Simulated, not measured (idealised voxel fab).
Name of the process module below: voxel lift off
For reference, the cross-section in this document is cut, with width 200 nm and square cells of 5 nm.
Cross-section layout: square cells on a grid; listed as bands, top to bottom; a band spans one or more cell rows.
For a band, the entry starts with two heights in nm, that of the top and then that of the bottom, and carries on with the band's materials in order from left to right, each alongside its width in nm; the word "all across" beside a single material means it fills the band edge to edge, and "empty" means empty space.
Basically, 0 is our baseline, since under it the wafer straight out of the box is all one material. The bottom band has no lower end and keeps on going down, so it looks like "top 0, no bottom".
Graded width ("30..40"): value in top row of band = first number; value in bottom row = second number; row-to-row change constant.
"nothing got changed", as given for a step, is the statement that not any cell of the cross-section underwent a change during that step.
Under "Closed void catalog" you'll find the enclosed gaps, the ones with no way out to the top, that are 8 cells or bigger; each reads width x height at distance, with distance counted from the left edge, everything in nm.
On a step's line, text after the settings is the simulator commenting on that step.
overlay nm: how far to the right of its planned place the mask lay on this masked step (negative: to the left).
Process steps (planned)
| 1 | RECEIVE: material Si |
| 2 | CONFORMAL_DEP: material SiN, thk nm 10 |
| 3 | PATTERN: tone open, mask id LINES, material resist, width nm 15, pitch nm 40, thk nm 30, overlay nm 0 |
| 4 | DIRECTIONAL_DEP: material Ru, thk nm 15 |
| 5 | STRIP: etch materials resist |
| 6 | CONFORMAL_DEP: material SiO2, thk nm 10 |
Account of the first of two wafers, which was processed as intended
Cross-section of the wafer at receipt, which is the condition after step 1
> top 0, no bottom = Si all across
> Closed void catalog: none
Wafer after step 2 (cross-section)
> top 10, bottom 0 = SiN all across
> below 0: unchanged
Wafer after step 3 (cross-section)
> top 40, bottom 10 = resist=70, then empty=15, then resist=25, then empty=15, then resist=75
> below 10: unchanged
Wafer after step 4 (cross-section)
> top 55, bottom 40 = Ru=70, then empty=15, then Ru=25, then empty=15, then Ru=75
> top 40, bottom 25 = resist=70, then empty=15, then resist=25, then empty=15, then resist=75
> top 25, bottom 10 = resist=70, then Ru=15, then resist=25, then Ru=15, then resist=75
> below 10: unchanged
Wafer after step 5 (cross-section)
> top 25, bottom 10 = empty=70, then Ru=15, then empty=25, then Ru=15, then empty=75
> below 10: unchanged
Wafer after step 6 (cross-section)
> top 35, bottom 25 = empty=60, then SiO2=35, then empty=5, then SiO2=35, then empty=65
> top 25, bottom 20 = empty=60, then SiO2=10, then Ru=15, then SiO2=10, then empty=5, then SiO2=10, then Ru=15, then SiO2=10, then empty=65
> top 20, bottom 10 = SiO2=70, then Ru=15, then SiO2=25, then Ru=15, then SiO2=75
> below 10: unchanged
The second wafer began exactly as the first did and followed the same plan, but one mistake was made while running it; through step 1 inclusive, the two wafers are identical
Second wafer, cut view, end of step 2 per plan
> top 10, bottom 0 = SiO2 all across
> below 0: unchanged
Second wafer, cut view, end of step 3 per plan
> top 40, bottom 10 = resist=70, then empty=15, then resist=25, then empty=15, then resist=75
> below 10: unchanged
Second wafer, cut view, end of step 4 per plan
> top 55, bottom 40 = Ru=70, then empty=15, then Ru=25, then empty=15, then Ru=75
> top 40, bottom 25 = resist=70, then empty=15, then resist=25, then empty=15, then resist=75
> top 25, bottom 10 = resist=70, then Ru=15, then resist=25, then Ru=15, then resist=75
> below 10: unchanged
Second wafer, cut view, end of step 5 per plan
> top 25, bottom 10 = empty=70, then Ru=15, then empty=25, then Ru=15, then empty=75
> below 10: unchanged
Second wafer, cut view, end of step 6 per plan
> top 35, bottom 25 = empty=60, then SiO2=35, then empty=5, then SiO2=35, then empty=65
> top 25, bottom 20 = empty=60, then SiO2=10, then Ru=15, then SiO2=10, then empty=5, then SiO2=10, then Ru=15, then SiO2=10, then empty=65
> top 20, bottom 10 = SiO2=70, then Ru=15, then SiO2=25, then Ru=15, then SiO2=75
> below 10: unchanged
Want to know what went wrong? the process deviated at step 2: the operation and settings actually run there were CONFORMAL_DEP: material SiO2, thk nm 10
Once processing is complete, comparing cell counts shows that the second wafer has more or fewer of certain materials than the first: SiN: 80 fewer | SiO2: 80 more
